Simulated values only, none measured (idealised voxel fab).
process module | voxel local oxidation
cross-section cut | 170 nm wide | cells 5 nm
A cross-section is a grid of square cells, given in bands from the top down. A band is one or more rows of cells.
Each band's line starts with the height of the band's top and of its bottom, in nm. Then come its materials from left to right, each with its width in nm. One material with "throughout" fills the band from edge to edge. "air" is empty space.
Height 0 is the level under which the wafer as received is all one material. The lowest band goes on downwards, as in "0 down".
A width such as "30 to 40" changes by the same amount from each row of cells to the next, from the band's top row to its bottom row.
"no change" after a step means that no cell of the cross-section changed.
closed voids: empty space of 8 cells or more with no open way to the top, each as width x height at its distance from the left edge, in nm
after a step's settings: what the simulator itself notes on the step
overlay nm, on a step with a mask: how far to the right of its planned place the mask lay; to the left if negative
plan
1 op RECEIVE | material Si
2 op OXIDIZE | depth nm 5
3 op CONFORMAL_DEP | material SiN | thk nm 10
4 op MASKED_ETCH | tone cover | mask id ACTIVE | width nm 100 | etch materials SiN | depth nm 10 | overlay nm 0
5 op SELECTIVE_ETCH | etch materials SiO2 | depth nm 5
6 op OXIDIZE | depth nm 10
7 op STRIP | etch materials SiN
as received, after step 1
  0 down: Si throughout
  closed voids: none
a wafer at the end: this start, this plan, one mistake
  0 to -5: SiO2 30 | air 110 | SiO2 30
  -5 to -15: Si 20 | SiO2 130 | Si 20
  -15 down: Si throughout
  closed voids: none
what went wrong: step 4 ran as: op MASKED_ETCH | tone open | mask id ACTIVE | width nm 100 | etch materials SiN | depth nm 10 | overlay nm 0
